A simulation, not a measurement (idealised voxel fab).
Module name: voxel self aligned contacts (process module)
FYI the section here is cut, 235 nm wide, cells are 5 nm squares.
How to read a cross-section here: the picture is a grid of square cells, written as bands going from the top down, and any band can span one or more rows of cells.
Per band: top height and bottom height in nm, followed by the left-to-right materials and their widths in nm; "everywhere" marks a single material spanning edge to edge, "air" marks empty space.
Heights are measured from 0, the level below which the as-received wafer is all one material; the lowest band has no bottom and continues downward, written as in "from 0 down".
The width entry "30..40" should be interpreted row by row: the top row of cells in the band takes the first number, the bottom row takes the second number, and the change between adjacent rows is uniform throughout.
"nothing was modified" -> step changed no cross-section cell.
Closed empty spaces (no open way to the top) of 8 cells or more are what "Closed internal voids" lists, each as width x height at distance from the left edge, nm for all three.
Formally, on a step line, whatever follows the settings is a remark that the simulator itself makes on the step.
Steps that use a mask can have "overlay nm" on their line. It says how far the mask sat to the right of where it was meant to be. Negative means to the left.

INTENDED PROCESS STEPS
1,RECEIVE (material Si)
2,OXIDIZE (depth nm 5)
3,DIRECTIONAL_DEP (material polySi; thk nm 20)
4,DIRECTIONAL_DEP (material SiN; thk nm 20)
5,MASKED_ETCH (tone cover; mask id GATE; width nm 30; pitch nm 70; etch materials SiN; depth nm 20; overlay nm 0)
6,MASKED_ETCH (tone cover; mask id GATE; width nm 30; pitch nm 70; etch materials polySi; depth nm 20; overlay nm 0)
7,CONFORMAL_DEP (material SiN; thk nm 10)
8,DIRECTIONAL_ETCH (etch materials SiN; depth nm 10)
9,FILL_DEP (material SiO2; thk nm 10)
10,CMP (height nm 45)
11,DIRECTIONAL_DEP (material aC; thk nm 10)
12,PATTERN (tone open; mask id CONTACT; material resist; width nm 50; thk nm 30; overlay nm 0)
13,DIRECTIONAL_ETCH (etch materials aC; depth nm 10)
14,STRIP (etch materials resist)
15,DIRECTIONAL_ETCH (etch materials SiO2; depth nm 50)
16,STRIP (etch materials aC)
17,CONFORMAL_DEP (material TiN; thk nm 5)
18,FILL_DEP (material Ru; thk nm 10)
19,CMP (height nm 45)
20,CONFORMAL_DEP (material SiN; thk nm 5)

THE FIRST OF THE TWO WAFERS, WHICH RAN AS PLANNED

CROSS-SECTION OF THE WAFER UPON ARRIVAL, REPRESENTING THE STATE REACHED AFTER STEP 1
	from 0 down = Si everywhere
	Closed internal voids: none

STEP 2 DONE - WAFER CROSS-SECTION
	from 0 to -5 = SiO2 everywhere
	Rest of section, below -5: as before.

STEP 3 DONE - WAFER CROSS-SECTION
	from 20 to 0 = polySi everywhere
	Rest of section, below 0: as before.

STEP 4 DONE - WAFER CROSS-SECTION
	from 40 to 20 = SiN everywhere
	Rest of section, below 20: as before.

STEP 5 DONE - WAFER CROSS-SECTION
	from 40 to 20 = air=65; SiN=30; air=40; SiN=30; air=70
	Rest of section, below 20: as before.

STEP 6 DONE - WAFER CROSS-SECTION
	from 40 to 20 = air=65; SiN=30; air=40; SiN=30; air=70
	from 20 to 0 = air=65; polySi=30; air=40; polySi=30; air=70
	Rest of section, below 0: as before.

STEP 7 DONE - WAFER CROSS-SECTION
	from 50 to 20 = air=55; SiN=50; air=20; SiN=50; air=60
	from 20 to 10 = air=55; SiN=10; polySi=30; SiN=10; air=20; SiN=10; polySi=30; SiN=10; air=60
	from 10 to 0 = SiN=65; polySi=30; SiN=40; polySi=30; SiN=70
	Rest of section, below 0: as before.

STEP 8 DONE - WAFER CROSS-SECTION
	from 40 to 20 = air=55; SiN=50; air=20; SiN=50; air=60
	from 20 to 0 = air=55; SiN=10; polySi=30; SiN=10; air=20; SiN=10; polySi=30; SiN=10; air=60
	Rest of section, below 0: as before.

STEP 9 DONE - WAFER CROSS-SECTION
	from 50 to 40 = SiO2 everywhere
	from 40 to 20 = SiO2=55; SiN=50; SiO2=20; SiN=50; SiO2=60
	from 20 to 0 = SiO2=55; SiN=10; polySi=30; SiN=10; SiO2=20; SiN=10; polySi=30; SiN=10; SiO2=60
	Rest of section, below 0: as before.

STEP 10 DONE - WAFER CROSS-SECTION
	from 45 to 40 = SiO2 everywhere
	Rest of section, below 40: as before.

STEP 11 DONE - WAFER CROSS-SECTION
	from 55 to 45 = aC everywhere
	Rest of section, below 45: as before.

STEP 12 DONE - WAFER CROSS-SECTION
	from 85 to 55 = resist=90; air=50; resist=95
	Rest of section, below 55: as before.

STEP 13 DONE - WAFER CROSS-SECTION
	from 75 to 55 = resist=90; air=50; resist=95
	from 55 to 45 = aC=90; air=50; aC=95
	Rest of section, below 45: as before.

STEP 14 DONE - WAFER CROSS-SECTION
	from 55 to 45 = aC=90; air=50; aC=95
	Rest of section, below 45: as before.

STEP 15 DONE - WAFER CROSS-SECTION
	from 55 to 45 = aC=90; air=50; aC=95
	from 45 to 40 = SiO2=90; air=50; SiO2=95
	from 40 to 20 = SiO2=55; SiN=50; air=20; SiN=50; SiO2=60
	from 20 to 0 = SiO2=55; SiN=10; polySi=30; SiN=10; air=20; SiN=10; polySi=30; SiN=10; SiO2=60
	from 0 to -5 = SiO2=105; air=20; SiO2=110
	Rest of section, below -5: as before.

STEP 16 DONE - WAFER CROSS-SECTION
	from 45 to 40 = SiO2=90; air=50; SiO2=95
	Rest of section, below 40: as before.

STEP 17 DONE - WAFER CROSS-SECTION
	from 50 to 45 = TiN=95; air=40; TiN=100
	from 45 to 40 = SiO2=90; TiN=20; air=10; TiN=20; SiO2=95
	from 40 to 20 = SiO2=55; SiN=50; TiN=5; air=10; TiN=5; SiN=50; SiO2=60
	from 20 to 0 = SiO2=55; SiN=10; polySi=30; SiN=10; TiN=5; air=10; TiN=5; SiN=10; polySi=30; SiN=10; SiO2=60
	from 0 to -5 = SiO2=105; TiN=20; SiO2=110
	Rest of section, below -5: as before.

STEP 18 DONE - WAFER CROSS-SECTION
	from 60 to 50 = Ru everywhere
	from 50 to 45 = TiN=95; Ru=40; TiN=100
	from 45 to 40 = SiO2=90; TiN=20; Ru=10; TiN=20; SiO2=95
	from 40 to 20 = SiO2=55; SiN=50; TiN=5; Ru=10; TiN=5; SiN=50; SiO2=60
	from 20 to 0 = SiO2=55; SiN=10; polySi=30; SiN=10; TiN=5; Ru=10; TiN=5; SiN=10; polySi=30; SiN=10; SiO2=60
	Rest of section, below 0: as before.

STEP 19 DONE - WAFER CROSS-SECTION
	from 45 to 40 = SiO2=90; TiN=20; Ru=10; TiN=20; SiO2=95
	Rest of section, below 40: as before.

STEP 20 DONE - WAFER CROSS-SECTION
	from 50 to 45 = SiN everywhere
	Rest of section, below 45: as before.

SECOND WAFER: SAME START AND SAME PLAN AS THE FIRST, ONE EXECUTION ERROR; IDENTICAL TO THE FIRST THROUGH STEP 2

CROSS-SECTION, SECOND WAFER, AT THE END TIME THE PLAN GIVES FOR STEP 3
	from 40 to 0 = polySi everywhere
	Rest of section, below 0: as before.

CROSS-SECTION, SECOND WAFER, AT THE END TIME THE PLAN GIVES FOR STEP 4
	from 60 to 40 = SiN everywhere
	Rest of section, below 40: as before.

CROSS-SECTION, SECOND WAFER, AT THE END TIME THE PLAN GIVES FOR STEP 5
	from 60 to 40 = air=65; SiN=30; air=40; SiN=30; air=70
	Rest of section, below 40: as before.

CROSS-SECTION, SECOND WAFER, AT THE END TIME THE PLAN GIVES FOR STEP 6
	from 60 to 40 = air=65; SiN=30; air=40; SiN=30; air=70
	from 40 to 20 = air=65; polySi=30; air=40; polySi=30; air=70
	Rest of section, below 20: as before.

CROSS-SECTION, SECOND WAFER, AT THE END TIME THE PLAN GIVES FOR STEP 7
	from 70 to 40 = air=55; SiN=50; air=20; SiN=50; air=60
	from 40 to 30 = air=55; SiN=10; polySi=30; SiN=10; air=20; SiN=10; polySi=30; SiN=10; air=60
	from 30 to 20 = SiN=65; polySi=30; SiN=40; polySi=30; SiN=70
	Rest of section, below 20: as before.

CROSS-SECTION, SECOND WAFER, AT THE END TIME THE PLAN GIVES FOR STEP 8
	from 60 to 40 = air=55; SiN=50; air=20; SiN=50; air=60
	from 40 to 20 = air=55; SiN=10; polySi=30; SiN=10; air=20; SiN=10; polySi=30; SiN=10; air=60
	Rest of section, below 20: as before.

CROSS-SECTION, SECOND WAFER, AT THE END TIME THE PLAN GIVES FOR STEP 9
	from 70 to 60 = SiO2 everywhere
	from 60 to 40 = SiO2=55; SiN=50; SiO2=20; SiN=50; SiO2=60
	from 40 to 20 = SiO2=55; SiN=10; polySi=30; SiN=10; SiO2=20; SiN=10; polySi=30; SiN=10; SiO2=60
	Rest of section, below 20: as before.

CROSS-SECTION, SECOND WAFER, AT THE END TIME THE PLAN GIVES FOR STEP 10
	from 45 to 40 = SiO2=55; SiN=50; SiO2=20; SiN=50; SiO2=60
	Rest of section, below 40: as before.

CROSS-SECTION, SECOND WAFER, AT THE END TIME THE PLAN GIVES FOR STEP 11
	from 55 to 45 = aC everywhere
	Rest of section, below 45: as before.

CROSS-SECTION, SECOND WAFER, AT THE END TIME THE PLAN GIVES FOR STEP 12
	from 85 to 55 = resist=90; air=50; resist=95
	Rest of section, below 55: as before.

CROSS-SECTION, SECOND WAFER, AT THE END TIME THE PLAN GIVES FOR STEP 13
	from 75 to 55 = resist=90; air=50; resist=95
	from 55 to 45 = aC=90; air=50; aC=95
	Rest of section, below 45: as before.

CROSS-SECTION, SECOND WAFER, AT THE END TIME THE PLAN GIVES FOR STEP 14
	from 55 to 45 = aC=90; air=50; aC=95
	Rest of section, below 45: as before.

CROSS-SECTION, SECOND WAFER, AT THE END TIME THE PLAN GIVES FOR STEP 15
	from 55 to 45 = aC=90; air=50; aC=95
	from 45 to 40 = SiO2=55; SiN=50; air=20; SiN=50; SiO2=60
	from 40 to 20 = SiO2=55; SiN=10; polySi=30; SiN=10; air=20; SiN=10; polySi=30; SiN=10; SiO2=60
	Rest of section, below 20: as before.

CROSS-SECTION, SECOND WAFER, AT THE END TIME THE PLAN GIVES FOR STEP 16
	from 45 to 40 = SiO2=55; SiN=50; air=20; SiN=50; SiO2=60
	Rest of section, below 40: as before.

CROSS-SECTION, SECOND WAFER, AT THE END TIME THE PLAN GIVES FOR STEP 17
	from 50 to 45 = TiN=110; air=10; TiN=115
	from 45 to 40 = SiO2=55; SiN=50; TiN=5; air=10; TiN=5; SiN=50; SiO2=60
	from 40 to 25 = SiO2=55; SiN=10; polySi=30; SiN=10; TiN=5; air=10; TiN=5; SiN=10; polySi=30; SiN=10; SiO2=60
	from 25 to 20 = SiO2=55; SiN=10; polySi=30; SiN=10; TiN=20; SiN=10; polySi=30; SiN=10; SiO2=60
	Rest of section, below 20: as before.

CROSS-SECTION, SECOND WAFER, AT THE END TIME THE PLAN GIVES FOR STEP 18
	from 60 to 50 = Ru everywhere
	from 50 to 45 = TiN=110; Ru=10; TiN=115
	from 45 to 40 = SiO2=55; SiN=50; TiN=5; Ru=10; TiN=5; SiN=50; SiO2=60
	from 40 to 25 = SiO2=55; SiN=10; polySi=30; SiN=10; TiN=5; Ru=10; TiN=5; SiN=10; polySi=30; SiN=10; SiO2=60
	Rest of section, below 25: as before.

CROSS-SECTION, SECOND WAFER, AT THE END TIME THE PLAN GIVES FOR STEP 19
	from 45 to 40 = SiO2=55; SiN=50; TiN=5; Ru=10; TiN=5; SiN=50; SiO2=60
	Rest of section, below 40: as before.

CROSS-SECTION, SECOND WAFER, AT THE END TIME THE PLAN GIVES FOR STEP 20
	from 50 to 45 = SiN everywhere
	Rest of section, below 45: as before.
So what did we get wrong on this run? step 3 of the plan was executed twice over
At the finish, the second wafer shows more or fewer cells for some materials than the first does: Ru -10, SiN -60, SiO2 -102, TiN -16, polySi +188
